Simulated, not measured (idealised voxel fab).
The process module presented herein is designated voxel transistor to metal.
160 nm wide, 5 nm square cells: that's cross-section cut.
Cross-section format: a grid of square cells, given as bands from top to bottom; each band is one or more rows of cells. The band entry comprises the height of the band's top followed by the height of its bottom, expressed in nm, and subsequently the band's materials from left to right, each stated together with its width in nm. Where a single material is marked with the word "full width", that material fills the band from edge to edge. The word "air" represents empty space. We count height from 0. Below that, the starting wafer is all one material. The lowest band never ends at the bottom but goes on down; see "0 -> down" for how that is written. The notation "30->40" denotes a width that varies across the rows of cells in the band, beginning at the first number in the top row, finishing at the second number in the bottom row, and changing by an identical amount from each row to the next. Reading "no alteration" for a step: not a cell of the cross-section changed in it. For the entry "Enclosed empty spaces", the listed items are empty spaces with no open way to the top whose size is 8 cells or more; each item follows the pattern width x height at distance, where distance is from the left edge and all three are in nm. after a step's settings: what the simulator itself notes on the step. overlay nm: right-of-plan distance of the mask on a masked step; negative values mean left-of-plan.
### Below is the list of planned process steps
1) RECEIVE | material Si
2) CONFORMAL_DEP | material SiO2 | thk nm 5
3) CONFORMAL_DEP | material SiN | thk nm 15
4) DIRECTIONAL_DEP | material aC | thk nm 10
5) PATTERN | tone cover | mask id ACTIVE | material resist | width nm 90 | thk nm 30 | overlay nm 0
6) DIRECTIONAL_ETCH | etch materials aC | depth nm 10
7) STRIP | etch materials resist
8) DIRECTIONAL_ETCH | etch materials SiN | depth nm 15
9) DIRECTIONAL_ETCH | etch materials SiO2 | depth nm 5
10) DIRECTIONAL_ETCH | etch materials Si | depth nm 35
11) STRIP | etch materials aC
12) FILL_DEP | material SiO2 | thk nm 5
13) CMP | height nm 20
14) SELECTIVE_ETCH | etch materials SiO2 | depth nm 10
15) STRIP | etch materials SiN
16) SELECTIVE_ETCH | etch materials SiO2 | depth nm 5
17) OXIDIZE | depth nm 5
18) DIRECTIONAL_DEP | material polySi | thk nm 20
19) DIRECTIONAL_DEP | material SiCN | thk nm 10
20) PATTERN | tone cover | mask id GATE | material resist | width nm 20 | thk nm 20 | overlay nm 0
21) DIRECTIONAL_ETCH | etch materials SiCN | depth nm 20
22) DIRECTIONAL_ETCH | etch materials polySi | depth nm 30
23) STRIP | etch materials resist
24) CONFORMAL_DEP | material SiN | thk nm 5
25) DIRECTIONAL_ETCH | etch materials SiN | depth nm 5
26) DIRECTIONAL_ETCH | etch materials SiO2 | depth nm 5
27) DIRECTIONAL_ETCH | etch materials Si | depth nm 10
28) EPI | material SiGe | thk nm 10
29) FILL_DEP | material SiO2 | thk nm 10
30) CMP | height nm 30
31) DIRECTIONAL_DEP | material SiO2 | thk nm 15
32) MASKED_ETCH | tone open | mask id CONTACT | width nm 15 | pitch nm 65 | etch materials SiO2 | depth nm 50 | overlay nm 0
33) CONFORMAL_DEP | material TiN | thk nm 5
34) FILL_DEP | material W | thk nm 5
35) CMP | height nm 45
36) DIRECTIONAL_DEP | material TiN | thk nm 5
37) DIRECTIONAL_DEP | material Ru | thk nm 15
38) MASKED_ETCH | tone cover | mask id METAL_1 | width nm 15 | pitch nm 65 | etch materials Ru | depth nm 15 | overlay nm 0
39) MASKED_ETCH | tone cover | mask id METAL_1 | width nm 15 | pitch nm 65 | etch materials TiN | depth nm 5 | overlay nm 0
40) FILL_DEP | material lowk | thk nm 5
41) CMP | height nm 65
42) CONFORMAL_DEP | material SiCN | thk nm 5
43) DIRECTIONAL_DEP | material lowk | thk nm 25
44) MASKED_ETCH | tone open | mask id METAL_2 | width nm 15 | pitch nm 65 | etch materials lowk | depth nm 15 | overlay nm 0
45) PATTERN | tone open | mask id METAL_2_HOLES | material resist | width nm 15 | pitch nm 65 | thk nm 20 | overlay nm 0
46) DIRECTIONAL_ETCH | etch materials lowk | depth nm 10
47) DIRECTIONAL_ETCH | etch materials SiCN | depth nm 5
48) STRIP | etch materials resist
49) CONFORMAL_DEP | material TiN | thk nm 5
50) FILL_DEP | material Cu | thk nm 10
51) CMP | height nm 95
52) CONFORMAL_DEP | material SiCN | thk nm 5
### Incoming wafer in cross-section (state: after step 1)
    0 -> down | Si full width
    Enclosed empty spaces: none
### a wafer at the end: this start, this plan, one mistake
    115 -> 110 | SiCN full width
    110 -> 100 | Cu full width
    100 -> 95 | TiN (45) | Cu (5) | TiN (60) | Cu (5) | TiN (45)
    95 -> 70 | lowk (40) | TiN (5) | Cu (5) | TiN (5) | lowk (50) | TiN (5) | Cu (5) | TiN (5) | lowk (40)
    70 -> 65 | SiCN (40) | TiN (15) | SiCN (50) | TiN (15) | SiCN (40)
    65 -> 50 | lowk (40) | Ru (15) | lowk (50) | Ru (15) | lowk (40)
    50 -> 45 | lowk (40) | TiN (15) | lowk (50) | TiN (15) | lowk (40)
    45 -> 30 | SiO2 (40) | TiN (5) | W (5) | TiN (5) | SiO2 (50) | TiN (5) | W (5) | TiN (5) | SiO2 (40)
    30 -> 20 | SiO2 (40) | TiN (5) | W (5) | TiN (5) | SiO2 (10) | SiN (5) | SiCN (20) | SiN (5) | SiO2 (10) | TiN (5) | W (5) | TiN (5) | SiO2 (40)
    20 -> 5 | SiO2 (40) | TiN (5) | W (5) | TiN (5) | SiO2 (10) | SiN (5) | polySi (20) | SiN (5) | SiO2 (10) | TiN (5) | W (5) | TiN (5) | SiO2 (40)
    5 -> 0 | SiO2 (30) | SiN (5) | SiO2 (5) | TiN (5) | W (5) | TiN (5) | SiGe (10) | SiN (5) | polySi (20) | SiN (5) | SiGe (10) | TiN (5) | W (5) | TiN (5) | SiO2 (5) | SiN (5) | SiO2 (30)
    0 -> -5 | SiO2 (40) | TiN (15) | SiGe (10) | SiO2 (30) | SiGe (10) | TiN (15) | SiO2 (40)
    -5 -> -15 | SiO2 (35) | SiGe (30) | Si (30) | SiGe (30) | SiO2 (35)
    -15 -> -35 | SiO2 (35) | Si (90) | SiO2 (35)
    -35 -> down | Si full width
    Enclosed empty spaces: none
Run error: the plan's step 51 went unexecuted, having been skipped
